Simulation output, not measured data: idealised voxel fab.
Process module under the name voxel capacitor over wiring
Section cut is 225 nm wide and gridded with 5 nm square cells.
A cross-section is written here as square cells arranged in a grid, and it is given in bands from the top down, each band taking up one or more rows of cells. Within each band entry, the heights of the top and of the bottom of the band appear first, in that order and in nm; the materials of the band then follow from left to right, each with its corresponding width in nm. The designation "all across" on a single material indicates that it fills the band from edge to edge; the designation "air" indicates empty space. A quick word on heights: they are counted from 0, and under that level the wafer as it came to us is one material throughout. The lowest band is different from the rest in having no bottom; it simply continues downward, written as in "z 0 and below". Quick explanation for "30..40": the width changes in equal steps down the rows of cells, from the first number in the band's top row to the second number in its bottom row. Step marked "no alterations made"? Then no cell in the cross-section changed in it. Listed in "Fully sealed cavities": every empty space of 8 or more cells without an open way to the top. Form: width x height at distance, the distance being from the left edge, all in nm. It should be noted that, on the line of a given step, the content following the step's settings is a remark produced by the simulator itself with respect to that step. overlay nm: mask offset rightward from planned place, masked step; negative means leftward offset.
# Listed below are the process steps as planned
1. RECEIVE (material Si)
2. CONFORMAL_DEP (material SiO2; thk nm 15)
3. CONFORMAL_DEP (material SiN; thk nm 5)
4. DIRECTIONAL_DEP (material SiO2; thk nm 25)
5. PATTERN (tone open; mask id METAL_1; material resist; width nm 30; pitch nm 80; thk nm 15; overlay nm 0)
6. DIRECTIONAL_ETCH (etch materials SiO2; depth nm 25)
7. DIRECTIONAL_ETCH (etch materials SiN; depth nm 5)
8. STRIP (etch materials resist)
9. CONFORMAL_DEP (material TiN; thk nm 5)
10. FILL_DEP (material W; thk nm 10)
11. CMP (height nm 45)
12. CONFORMAL_DEP (material SiCN; thk nm 5)
13. DIRECTIONAL_DEP (material lowk; thk nm 15)
14. PATTERN (tone open; mask id PLUG_1; material resist; width nm 15; thk nm 20; overlay nm 0)
15. DIRECTIONAL_ETCH (etch materials lowk; depth nm 15)
16. DIRECTIONAL_ETCH (etch materials SiCN; depth nm 5)
17. STRIP (etch materials resist)
18. EPI (material Ru; thk nm 10)
19. EPI (material Ru; thk nm 10)
20. DIRECTIONAL_DEP (material TiN; thk nm 10)
21. DIRECTIONAL_DEP (material HfO2; thk nm 5)
22. DIRECTIONAL_DEP (material TiN; thk nm 10)
23. MASKED_ETCH (tone cover; mask id UPPER_PLATE; width nm 55; etch materials TiN; depth nm 10; overlay nm 0)
24. MASKED_ETCH (tone cover; mask id UPPER_PLATE; width nm 55; etch materials HfO2; depth nm 5; overlay nm 0)
25. MASKED_ETCH (tone cover; mask id LOWER_PLATE; width nm 65; etch materials TiN; depth nm 10; overlay nm 0)
26. FILL_DEP (material SiO2; thk nm 20)
27. CMP (height nm 105)
28. PATTERN (tone open; mask id PLUG_2; material resist; width nm 15; thk nm 15; overlay nm 0)
29. DIRECTIONAL_ETCH (etch materials SiO2; depth nm 15)
30. STRIP (etch materials resist)
31. CONFORMAL_DEP (material TiN; thk nm 5)
32. FILL_DEP (material Ru; thk nm 10)
33. CMP (height nm 105)
34. CONFORMAL_DEP (material SiN; thk nm 5)
# On the first of the two wafers: run conducted according to plan
# Cross-section of the wafer as it came to us, i.e., already through step 1
z 0 and below: Si all across
Fully sealed cavities: none
# Take a look at the wafer's cross-section after step 2
z 15 to 0: SiO2 all across
Under 0: no change, same as before.
# Take a look at the wafer's cross-section after step 3
z 20 to 15: SiN all across
Under 15: no change, same as before.
# Take a look at the wafer's cross-section after step 4
z 45 to 20: SiO2 all across
Under 20: no change, same as before.
# Take a look at the wafer's cross-section after step 5
z 60 to 45: resist: 55 / air: 30 / resist: 50 / air: 30 / resist: 60
Under 45: no change, same as before.
# Take a look at the wafer's cross-section after step 6
z 60 to 45: resist: 55 / air: 30 / resist: 50 / air: 30 / resist: 60
z 45 to 20: SiO2: 55 / air: 30 / SiO2: 50 / air: 30 / SiO2: 60
Under 20: no change, same as before.
# Take a look at the wafer's cross-section after step 7
z 60 to 45: resist: 55 / air: 30 / resist: 50 / air: 30 / resist: 60
z 45 to 20: SiO2: 55 / air: 30 / SiO2: 50 / air: 30 / SiO2: 60
z 20 to 15: SiN: 55 / air: 30 / SiN: 50 / air: 30 / SiN: 60
Under 15: no change, same as before.
# Take a look at the wafer's cross-section after step 8
z 45 to 20: SiO2: 55 / air: 30 / SiO2: 50 / air: 30 / SiO2: 60
Under 20: no change, same as before.
# Take a look at the wafer's cross-section after step 9
z 50 to 45: TiN: 60 / air: 20 / TiN: 60 / air: 20 / TiN: 65
z 45 to 20: SiO2: 55 / TiN: 5 / air: 20 / TiN: 5 / SiO2: 50 / TiN: 5 / air: 20 / TiN: 5 / SiO2: 60
z 20 to 15: SiN: 55 / TiN: 30 / SiN: 50 / TiN: 30 / SiN: 60
Under 15: no change, same as before.
# Take a look at the wafer's cross-section after step 10
z 60 to 50: W all across
z 50 to 45: TiN: 60 / W: 20 / TiN: 60 / W: 20 / TiN: 65
z 45 to 20: SiO2: 55 / TiN: 5 / W: 20 / TiN: 5 / SiO2: 50 / TiN: 5 / W: 20 / TiN: 5 / SiO2: 60
Under 20: no change, same as before.
# Take a look at the wafer's cross-section after step 11
z 45 to 20: SiO2: 55 / TiN: 5 / W: 20 / TiN: 5 / SiO2: 50 / TiN: 5 / W: 20 / TiN: 5 / SiO2: 60
Under 20: no change, same as before.
# Take a look at the wafer's cross-section after step 12
z 50 to 45: SiCN all across
Under 45: no change, same as before.
# Take a look at the wafer's cross-section after step 13
z 65 to 50: lowk all across
Under 50: no change, same as before.
# Take a look at the wafer's cross-section after step 14
z 85 to 65: resist: 70 / air: 15 / resist: 140
Under 65: no change, same as before.
# Take a look at the wafer's cross-section after step 15
z 85 to 65: resist: 70 / air: 15 / resist: 140
z 65 to 50: lowk: 70 / air: 15 / lowk: 140
Under 50: no change, same as before.
# Take a look at the wafer's cross-section after step 16
z 85 to 65: resist: 70 / air: 15 / resist: 140
z 65 to 50: lowk: 70 / air: 15 / lowk: 140
z 50 to 45: SiCN: 70 / air: 15 / SiCN: 140
Under 45: no change, same as before.
# Take a look at the wafer's cross-section after step 17
z 65 to 50: lowk: 70 / air: 15 / lowk: 140
Under 50: no change, same as before.
# Take a look at the wafer's cross-section after step 18
z 65 to 55: lowk: 70 / air: 15 / lowk: 140
z 55 to 50: lowk: 70 / Ru: 15 / lowk: 140
z 50 to 45: SiCN: 70 / Ru: 15 / SiCN: 140
Under 45: no change, same as before.
# Take a look at the wafer's cross-section after step 19
z 65 to 50: lowk: 70 / Ru: 15 / lowk: 140
Under 50: no change, same as before.
# Take a look at the wafer's cross-section after step 20
z 75 to 65: TiN all across
Under 65: no change, same as before.
# Take a look at the wafer's cross-section after step 21
z 80 to 75: HfO2 all across
Under 75: no change, same as before.
# Take a look at the wafer's cross-section after step 22
z 90 to 80: TiN all across
Under 80: no change, same as before.
# Take a look at the wafer's cross-section after step 23
z 90 to 80: air: 70 / TiN: 55 / air: 100
Under 80: no change, same as before.
# Take a look at the wafer's cross-section after step 24
z 90 to 80: air: 70 / TiN: 55 / air: 100
z 80 to 75: air: 70 / HfO2: 55 / air: 100
Under 75: no change, same as before.
# Take a look at the wafer's cross-section after step 25
z 90 to 80: air: 70 / TiN: 55 / air: 100
z 80 to 75: air: 70 / HfO2: 55 / air: 100
z 75 to 65: air: 65 / TiN: 65 / air: 95
Under 65: no change, same as before.
# Take a look at the wafer's cross-section after step 26
z 110 to 90: SiO2 all across
z 90 to 80: SiO2: 70 / TiN: 55 / SiO2: 100
z 80 to 75: SiO2: 70 / HfO2: 55 / SiO2: 100
z 75 to 65: SiO2: 65 / TiN: 65 / SiO2: 95
Under 65: no change, same as before.
# Take a look at the wafer's cross-section after step 27
z 105 to 90: SiO2 all across
Under 90: no change, same as before.
# Take a look at the wafer's cross-section after step 28
z 120 to 105: resist: 80 / air: 15 / resist: 130
Under 105: no change, same as before.
# Take a look at the wafer's cross-section after step 29
z 120 to 105: resist: 80 / air: 15 / resist: 130
z 105 to 90: SiO2: 80 / air: 15 / SiO2: 130
Under 90: no change, same as before.
# Take a look at the wafer's cross-section after step 30
z 105 to 90: SiO2: 80 / air: 15 / SiO2: 130
Under 90: no change, same as before.
# Take a look at the wafer's cross-section after step 31
z 110 to 105: TiN: 85 / air: 5 / TiN: 135
z 105 to 95: SiO2: 80 / TiN: 5 / air: 5 / TiN: 5 / SiO2: 130
z 95 to 90: SiO2: 80 / TiN: 15 / SiO2: 130
Under 90: no change, same as before.
# Take a look at the wafer's cross-section after step 32
z 120 to 110: Ru all across
z 110 to 105: TiN: 85 / Ru: 5 / TiN: 135
z 105 to 95: SiO2: 80 / TiN: 5 / Ru: 5 / TiN: 5 / SiO2: 130
Under 95: no change, same as before.
# Take a look at the wafer's cross-section after step 33
z 105 to 95: SiO2: 80 / TiN: 5 / Ru: 5 / TiN: 5 / SiO2: 130
Under 95: no change, same as before.
# Take a look at the wafer's cross-section after step 34
z 110 to 105: SiN all across
Under 105: no change, same as before.
# Wafer two. Identical start, identical plan. One mistake in execution. Identical history through step 30
# Second wafer, cross-section, planned end of step 31
z 110 to 105: lowk: 85 / air: 5 / lowk: 135
z 105 to 95: SiO2: 80 / lowk: 5 / air: 5 / lowk: 5 / SiO2: 130
z 95 to 90: SiO2: 80 / lowk: 15 / SiO2: 130
Under 90: no change, same as before.
# Second wafer, cross-section, planned end of step 32
z 120 to 110: Ru all across
z 110 to 105: lowk: 85 / Ru: 5 / lowk: 135
z 105 to 95: SiO2: 80 / lowk: 5 / Ru: 5 / lowk: 5 / SiO2: 130
Under 95: no change, same as before.
# Second wafer, cross-section, planned end of step 33
z 105 to 95: SiO2: 80 / lowk: 5 / Ru: 5 / lowk: 5 / SiO2: 130
Under 95: no change, same as before.
# Second wafer, cross-section, planned end of step 34
z 110 to 105: SiN all across
Under 105: no change, same as before.
Where did the run depart from the plan? step 31 deviated from plan and actually ran as CONFORMAL_DEP (material lowk; thk nm 5)
Per the end-of-run cell counts, the second wafer holds more or fewer of some materials than the first: 7 fewer of TiN | 7 more of lowk
